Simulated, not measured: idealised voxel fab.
process module | voxel self aligned vias
cross-section cut | 285 nm wide | cells 5 nm
A cross-section is a grid of square cells, given in bands from the top down. A band is one or more rows of cells.
Each band's line starts with the height of the band's top and of its bottom, in nm. Then come its materials from left to right, each with its width in nm. One material with "throughout" fills the band from edge to edge. "air" is empty space.
Height 0 is the level under which the wafer as received is all one material. The lowest band goes on downwards, as in "0 down".
A width such as "30 to 40" changes by the same amount from each row of cells to the next, from the band's top row to its bottom row.
"no change" after a step means that no cell of the cross-section changed.
closed voids: empty space of 8 cells or more with no open way to the top, each as width x height at its distance from the left edge, in nm
after a step's settings: what the simulator itself notes on the step
overlay nm, on a step with a mask: how far to the right of its planned place the mask lay; to the left if negative
plan
1 op RECEIVE | material Si
2 op CONFORMAL_DEP | material SiO2 | thk nm 10
3 op CONFORMAL_DEP | material SiCN | thk nm 5
4 op DIRECTIONAL_DEP | material SiO2 | thk nm 30
5 op PATTERN | tone open | mask id LINES | material resist | width nm 30 | pitch nm 60 | thk nm 15 | overlay nm 0
6 op DIRECTIONAL_ETCH | etch materials SiO2 | depth nm 30
7 op STRIP | etch materials resist
8 op CONFORMAL_DEP | material TiN | thk nm 5
9 op FILL_DEP | material W | thk nm 5
10 op CMP | height nm 45
11 op SELECTIVE_ETCH | etch materials W Ru TiN | depth nm 10
12 op FILL_DEP | material SiN | thk nm 5
13 op CMP | height nm 45
14 op DIRECTIONAL_DEP | material SiO2 | thk nm 15
15 op MASKED_ETCH | tone open | mask id VIAS | width nm 40 | pitch nm 60 | etch materials SiO2 | depth nm 15 | overlay nm 0
16 op MASKED_ETCH | tone open | mask id VIAS | width nm 40 | pitch nm 60 | etch materials SiN | depth nm 10 | overlay nm 0
17 op CONFORMAL_DEP | material TiN | thk nm 5
18 op FILL_DEP | material W | thk nm 10
19 op CMP | height nm 60
20 op CONFORMAL_DEP | material SiCN | thk nm 5
as received, after step 1
  0 down: Si throughout
  closed voids: none
a wafer at the end: this start, this plan, one mistake
  65 to 60: SiCN throughout
  60 to 40: SiO2 90 | TiN 5 | W 30 | TiN 5 | SiO2 20 | TiN 5 | W 30 | TiN 5 | SiO2 95
  40 to 35: SiO2 90 | TiN 40 | SiO2 20 | TiN 40 | SiO2 95
  35 to 30: SiO2 90 | TiN 10 | W 20 | TiN 10 | SiO2 20 | TiN 10 | W 20 | TiN 10 | SiO2 95
  30 to 20: SiO2 95 | TiN 5 | W 20 | TiN 5 | SiO2 30 | TiN 5 | W 20 | TiN 5 | SiO2 100
  20 to 15: SiO2 95 | TiN 30 | SiO2 30 | TiN 30 | SiO2 100
  15 to 10: SiCN throughout
  10 to 0: SiO2 throughout
  0 down: Si throughout
  closed voids: none
what went wrong: step 15 was run twice
